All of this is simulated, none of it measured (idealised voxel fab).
process module | voxel capacitor over wiring
cross-section cut | 190 nm wide | cells 5 nm
A cross-section is a grid of square cells, given in bands from the top down. A band is one or more rows of cells.
Each band's line starts with the height of the band's top and of its bottom, in nm. Then come its materials from left to right, each with its width in nm. One material with "throughout" fills the band from edge to edge. "air" is empty space.
Height 0 is the level under which the wafer as received is all one material. The lowest band goes on downwards, as in "0 down".
A width such as "30 to 40" changes by the same amount from each row of cells to the next, from the band's top row to its bottom row.
"no change" after a step means that no cell of the cross-section changed.
closed voids: empty space of 8 cells or more with no open way to the top, each as width x height at its distance from the left edge, in nm
after a step's settings: what the simulator itself notes on the step
overlay nm, on a step with a mask: how far to the right of its planned place the mask lay; to the left if negative
plan
1 op RECEIVE | material Si
2 op CONFORMAL_DEP | material SiO2 | thk nm 10
3 op CONFORMAL_DEP | material SiCN | thk nm 5
4 op DIRECTIONAL_DEP | material SiO2 | thk nm 20
5 op MASKED_ETCH | tone open | mask id METAL_1 | width nm 25 | pitch nm 75 | etch materials SiO2 | depth nm 20 | overlay nm 0
6 op MASKED_ETCH | tone open | mask id METAL_1 | width nm 25 | pitch nm 75 | etch materials SiCN | depth nm 5 | overlay nm 0
7 op CONFORMAL_DEP | material TiN | thk nm 5
8 op FILL_DEP | material Ru | thk nm 10
9 op CMP | height nm 35
10 op CONFORMAL_DEP | material SiCN | thk nm 5
11 op DIRECTIONAL_DEP | material SiO2 | thk nm 20
12 op PATTERN | tone open | mask id PLUG_1 | material resist | width nm 15 | thk nm 15 | overlay nm 0
13 op DIRECTIONAL_ETCH | etch materials SiO2 | depth nm 20
14 op DIRECTIONAL_ETCH | etch materials SiCN | depth nm 5
15 op STRIP | etch materials resist
16 op EPI | material Ru | thk nm 10
17 op EPI | material Ru | thk nm 10
18 op EPI | material Ru | thk nm 5
19 op DIRECTIONAL_DEP | material TiN | thk nm 5
20 op DIRECTIONAL_DEP | material SiN | thk nm 5
21 op DIRECTIONAL_DEP | material TiN | thk nm 10
22 op DIRECTIONAL_DEP | material aC | thk nm 10
23 op PATTERN | tone cover | mask id UPPER_PLATE | material resist | width nm 55 | thk nm 30 | overlay nm 0
24 op DIRECTIONAL_ETCH | etch materials aC | depth nm 10
25 op STRIP | etch materials resist
26 op DIRECTIONAL_ETCH | etch materials TiN | depth nm 10
27 op DIRECTIONAL_ETCH | etch materials SiN | depth nm 5
28 op STRIP | etch materials aC
29 op DIRECTIONAL_DEP | material aC | thk nm 10
30 op PATTERN | tone cover | mask id LOWER_PLATE | material resist | width nm 65 | thk nm 30 | overlay nm 0
31 op DIRECTIONAL_ETCH | etch materials aC | depth nm 10
32 op STRIP | etch materials resist
33 op DIRECTIONAL_ETCH | etch materials TiN | depth nm 5
34 op STRIP | etch materials aC
35 op FILL_DEP | material SiO2 | thk nm 20
36 op CMP | height nm 95
37 op MASKED_ETCH | tone open | mask id PLUG_2 | width nm 15 | etch materials SiO2 | depth nm 15 | overlay nm 0
38 op CONFORMAL_DEP | material TiN | thk nm 5
39 op FILL_DEP | material Ru | thk nm 5
40 op CMP | height nm 95
41 op CONFORMAL_DEP | material SiN | thk nm 5
as received, after step 1
  0 down: Si throughout
  closed voids: none
first wafer at the end, as planned
  100 to 95: SiN throughout
  95 to 85: SiO2 65 | TiN 5 | Ru 5 | TiN 5 | SiO2 110
  85 to 80: SiO2 65 | TiN 15 | SiO2 110
  80 to 70: SiO2 55 | TiN 55 | SiO2 80
  70 to 65: SiO2 55 | SiN 55 | SiO2 80
  65 to 60: SiO2 50 | TiN 65 | SiO2 75
  60 to 40: SiO2 55 | Ru 15 | SiO2 120
  40 to 35: SiCN 55 | Ru 15 | SiCN 120
  35 to 15: SiO2 45 | TiN 5 | Ru 15 | TiN 5 | SiO2 50 | TiN 5 | Ru 15 | TiN 5 | SiO2 45
  15 to 10: SiCN 45 | TiN 25 | SiCN 50 | TiN 25 | SiCN 45
  10 to 0: SiO2 throughout
  0 down: Si throughout
  closed voids: none
second wafer at the end: like start, like plan, one mistake
  100 to 95: SiO2 throughout
  95 to 85: SiO2 65 | TiN 5 | Ru 5 | TiN 5 | SiO2 110
  85 to 80: SiO2 65 | TiN 15 | SiO2 110
  80 to 70: SiO2 55 | TiN 55 | SiO2 80
  70 to 65: SiO2 55 | SiN 55 | SiO2 80
  65 to 60: SiO2 50 | TiN 65 | SiO2 75
  60 to 40: SiO2 55 | Ru 15 | SiO2 120
  40 to 35: SiCN 55 | Ru 15 | SiCN 120
  35 to 15: SiO2 45 | TiN 5 | Ru 15 | TiN 5 | SiO2 50 | TiN 5 | Ru 15 | TiN 5 | SiO2 45
  15 to 10: SiCN 45 | TiN 25 | SiCN 50 | TiN 25 | SiCN 45
  10 to 0: SiO2 throughout
  0 down: Si throughout
  closed voids: none
what went wrong: step 41 ran as: op CONFORMAL_DEP | material SiO2 | thk nm 5
at the end the second wafer has, in cells: 38 fewer of SiN | 38 more of SiO2
